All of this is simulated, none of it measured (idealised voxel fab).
You're looking at the process module voxel self aligned vias.
Displayed cross-section: cut, width of 235 nm, square cells sized 5 nm.
Cross-section = grid of square cells, listed top down in bands; band = one or more rows. This entry defines a band. It first specifies the height of the band's top and the height of its bottom in nm, and then specifies the band's materials from left to right, stating each material with its width in nm. The word "full width" identifies a single material that fills the band from edge to edge, while the word "empty" identifies empty space. Convention: height 0 is the level below which the wafer, as received, is all one material. The lowest band does not terminate at the bottom but continues downward, represented as "0 -> down". The width entry "30..40" should be interpreted row by row: the top row of cells in the band takes the first number, the bottom row takes the second number, and the change between adjacent rows is uniform throughout. No cell of the cross-section changed in a step that is given as "everything unchanged". "Enclosed cavities": sealed empty spaces, 8 cells or more, no open way to top, listed width x height at distance, with distance from the left edge and width, height and distance in nm. What comes after the settings on a step's line is commentary from the simulator itself on that step. overlay nm: right-of-plan distance of the mask on a masked step; negative values mean left-of-plan.
So here's the lineup of process steps we planned
1,RECEIVE with material Si
2,CONFORMAL_DEP with material SiO2, thk nm 15
3,CONFORMAL_DEP with material SiCN, thk nm 5
4,DIRECTIONAL_DEP with material SiO2, thk nm 30
5,MASKED_ETCH with tone open, mask id LINES, width nm 30, pitch nm 70, etch materials SiO2, depth nm 30, overlay nm 0
6,CONFORMAL_DEP with material TiN, thk nm 5
7,FILL_DEP with material W, thk nm 10
8,CMP with height nm 50
9,SELECTIVE_ETCH with etch materials W Ru TiN, depth nm 10
10,FILL_DEP with material SiN, thk nm 5
11,CMP with height nm 50
12,DIRECTIONAL_DEP with material SiO2, thk nm 20
13,PATTERN with tone open, mask id VIAS, material resist, width nm 50, pitch nm 140, thk nm 20, overlay nm 0
14,DIRECTIONAL_ETCH with etch materials SiO2, depth nm 20
15,DIRECTIONAL_ETCH with etch materials SiN, depth nm 5
16,STRIP with etch materials resist
17,CONFORMAL_DEP with material TiN, thk nm 5
18,FILL_DEP with material W, thk nm 10
19,CMP with height nm 70
20,CONFORMAL_DEP with material SiN, thk nm 5
The value of depth nm given for step 15 in the plan refers to the first wafer; the wafers vary in this setting and are alike at the start.
As-received cross-section, first of several wafers, post step 1
0 -> down  Si full width
Enclosed cavities: none
Cross-section of the first of several wafers, taken after step 20, where the module ends
75 -> 70  SiN full width
70 -> 55  SiO2 (20), then TiN (5), then W (40), then TiN (5), then SiO2 (90), then TiN (5), then W (40), then TiN (5), then SiO2 (25)
55 -> 50  SiO2 (20), then TiN (15), then W (20), then TiN (15), then SiO2 (90), then TiN (15), then W (20), then TiN (15), then SiO2 (25)
50 -> 45  SiO2 (30), then TiN (30), then SiO2 (40), then SiN (30), then SiO2 (40), then TiN (30), then SiO2 (35)
45 -> 40  SiO2 (30), then SiN (30), then SiO2 (40), then SiN (30), then SiO2 (40), then SiN (30), then SiO2 (35)
40 -> 25  SiO2 (30), then TiN (5), then W (20), then TiN (5), then SiO2 (40), then TiN (5), then W (20), then TiN (5), then SiO2 (40), then TiN (5), then W (20), then TiN (5), then SiO2 (35)
25 -> 20  SiO2 (30), then TiN (30), then SiO2 (40), then TiN (30), then SiO2 (40), then TiN (30), then SiO2 (35)
20 -> 15  SiCN full width
15 -> 0  SiO2 full width
0 -> down  Si full width
Enclosed cavities: none
Cross-section, module end, final of several wafers
75 -> 70  SiN full width
70 -> 55  SiO2 (20), then TiN (5), then W (40), then TiN (5), then SiO2 (90), then TiN (5), then W (40), then TiN (5), then SiO2 (25)
55 -> 50  SiO2 (20), then TiN (15), then W (20), then TiN (15), then SiO2 (90), then TiN (15), then W (20), then TiN (15), then SiO2 (25)
50 -> 45  SiO2 (30), then TiN (5), then W (20), then TiN (5), then SiO2 (40), then SiN (30), then SiO2 (40), then TiN (5), then W (20), then TiN (5), then SiO2 (35)
45 -> 40  SiO2 (30), then TiN (30), then SiO2 (40), then SiN (30), then SiO2 (40), then TiN (30), then SiO2 (35)
40 -> 25  SiO2 (30), then TiN (5), then W (20), then TiN (5), then SiO2 (40), then TiN (5), then W (20), then TiN (5), then SiO2 (40), then TiN (5), then W (20), then TiN (5), then SiO2 (35)
25 -> 20  SiO2 (30), then TiN (30), then SiO2 (40), then TiN (30), then SiO2 (40), then TiN (30), then SiO2 (35)
20 -> 15  SiCN full width
15 -> 0  SiO2 full width
0 -> down  Si full width
Enclosed cavities: none
For your reference, the table is organized with a row per wafer; each row reflects the wafer at the end of the module, indicating for each material the cells gained (+) or lost (-) since receipt, and thereafter its closed voids
depth nm 5 | +47 SiCN | +71 SiN | +423 SiO2 | +72 TiN | +92 W | Enclosed cavities: none
depth nm 10 | +47 SiCN | +59 SiN | +423 SiO2 | +76 TiN | +100 W | Enclosed cavities: none
depth nm 15 | +47 SiCN | +59 SiN | +423 SiO2 | +76 TiN | +100 W | Enclosed cavities: none
depth nm 20 | +47 SiCN | +59 SiN | +423 SiO2 | +76 TiN | +100 W | Enclosed cavities: none
depth nm 25 | +47 SiCN | +59 SiN | +423 SiO2 | +76 TiN | +100 W | Enclosed cavities: none
